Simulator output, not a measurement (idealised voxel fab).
The following is a process module called voxel plated lines.
200 nm wide, 5 nm square cells: that's cross-section cut.
Cross-section format: a grid of square cells, given as bands from top to bottom; each band is one or more rows of cells.
First you get the band's top height and its bottom height, in nm, and then the materials it's made of, left to right, with each width in nm. If you see a single material with "full width", that one covers the band edge to edge. "empty" is empty space.
Zero point of the height axis is 0; under it, received wafer = one material. Lowest band: continues down indefinitely, "0 and below".
Graded width ("30..40"): value in top row of band = first number; value in bottom row = second number; row-to-row change constant.
Where the words "stayed the same" appear for a step, the cross-section shows no cell changed by that step; every cell remained as before.
Basically, "Fully sealed voids" tells you about the enclosed voids: empty spaces with no open way to the top, 8 cells or bigger, each written width x height at distance, where distance is from the left edge, all in nm.
On a step's line, text after the settings is the simulator commenting on that step.
Regarding "overlay nm": on a step with a mask, it is the distance the mask lay to the right of its planned place; a negative value places it to the left.

-- Planned process steps
1. RECEIVE,material Si
2. CONFORMAL_DEP,material SiN,thk nm 5
3. DIRECTIONAL_DEP,material TiN,thk nm 5
4. PATTERN,tone open,mask id LINES,material resist,width nm 25,pitch nm 45,thk nm 35,overlay nm 0
5. EPI,material Ru,thk nm 5
6. EPI,material Ru,thk nm 5
7. EPI,material Ru,thk nm 10
8. STRIP,etch materials resist
9. DIRECTIONAL_ETCH,etch materials TiN,depth nm 5
10. CONFORMAL_DEP,material SiO2,thk nm 10

-- On the first of the two wafers: run conducted according to plan

-- Cross-section of the wafer as it came to us, i.e., already through step 1
  0 and below: Si full width
  Fully sealed voids: none

-- Cross-section through the wafer, step 2 finished
  5 down to 0: SiN full width
  Below 0 it's all the same as before, nothing changed down there.

-- Cross-section through the wafer, step 3 finished
  10 down to 5: TiN full width
  Below 5 it's all the same as before, nothing changed down there.

-- Cross-section through the wafer, step 4 finished
  45 down to 10: resist=40; empty=25; resist=20; empty=25; resist=20; empty=25; resist=45
  Below 10 it's all the same as before, nothing changed down there.

-- Cross-section through the wafer, step 5 finished
  45 down to 15: resist=40; empty=25; resist=20; empty=25; resist=20; empty=25; resist=45
  15 down to 10: resist=40; Ru=25; resist=20; Ru=25; resist=20; Ru=25; resist=45
  Below 10 it's all the same as before, nothing changed down there.

-- Cross-section through the wafer, step 6 finished
  45 down to 20: resist=40; empty=25; resist=20; empty=25; resist=20; empty=25; resist=45
  20 down to 10: resist=40; Ru=25; resist=20; Ru=25; resist=20; Ru=25; resist=45
  Below 10 it's all the same as before, nothing changed down there.

-- Cross-section through the wafer, step 7 finished
  45 down to 30: resist=40; empty=25; resist=20; empty=25; resist=20; empty=25; resist=45
  30 down to 10: resist=40; Ru=25; resist=20; Ru=25; resist=20; Ru=25; resist=45
  Below 10 it's all the same as before, nothing changed down there.

-- Cross-section through the wafer, step 8 finished
  30 down to 10: empty=40; Ru=25; empty=20; Ru=25; empty=20; Ru=25; empty=45
  Below 10 it's all the same as before, nothing changed down there.

-- Cross-section through the wafer, step 9 finished
  30 down to 10: empty=40; Ru=25; empty=20; Ru=25; empty=20; Ru=25; empty=45
  10 down to 5: empty=40; TiN=25; empty=20; TiN=25; empty=20; TiN=25; empty=45
  Below 5 it's all the same as before, nothing changed down there.

-- Cross-section through the wafer, step 10 finished
  40 down to 30: empty=30; SiO2=135; empty=35
  30 down to 15: empty=30; SiO2=10; Ru=25; SiO2=20; Ru=25; SiO2=20; Ru=25; SiO2=10; empty=35
  15 down to 10: SiO2=40; Ru=25; SiO2=20; Ru=25; SiO2=20; Ru=25; SiO2=45
  10 down to 5: SiO2=40; TiN=25; SiO2=20; TiN=25; SiO2=20; TiN=25; SiO2=45
  Below 5 it's all the same as before, nothing changed down there.

-- Companion wafer, the second of two: same beginning, same intended sequence, one mistake in carrying it out; through step 6 inclusive it tracks the first exactly

-- The second wafer in cross-section, at the planned close of step 7
  45 down to 40: resist=40; empty=25; resist=20; empty=25; resist=20; empty=25; resist=45
  40 down to 10: resist=40; Ru=25; resist=20; Ru=25; resist=20; Ru=25; resist=45
  Below 10 it's all the same as before, nothing changed down there.

-- The second wafer in cross-section, at the planned close of step 8
  40 down to 10: empty=40; Ru=25; empty=20; Ru=25; empty=20; Ru=25; empty=45
  Below 10 it's all the same as before, nothing changed down there.

-- The second wafer in cross-section, at the planned close of step 9
  40 down to 10: empty=40; Ru=25; empty=20; Ru=25; empty=20; Ru=25; empty=45
  10 down to 5: empty=40; TiN=25; empty=20; TiN=25; empty=20; TiN=25; empty=45
  Below 5 it's all the same as before, nothing changed down there.

-- The second wafer in cross-section, at the planned close of step 10
  50 down to 40: empty=30; SiO2=135; empty=35
  40 down to 15: empty=30; SiO2=10; Ru=25; SiO2=20; Ru=25; SiO2=20; Ru=25; SiO2=10; empty=35
  15 down to 10: SiO2=40; Ru=25; SiO2=20; Ru=25; SiO2=20; Ru=25; SiO2=45
  10 down to 5: SiO2=40; TiN=25; SiO2=20; TiN=25; SiO2=20; TiN=25; SiO2=45
  Below 5 it's all the same as before, nothing changed down there.
Which mistake was made when the wafer was run? execution of plan step 7 occurred twice
End of process, cell counts, second wafer against first, materials with more or fewer: Ru: 30 more; SiO2: 24 more
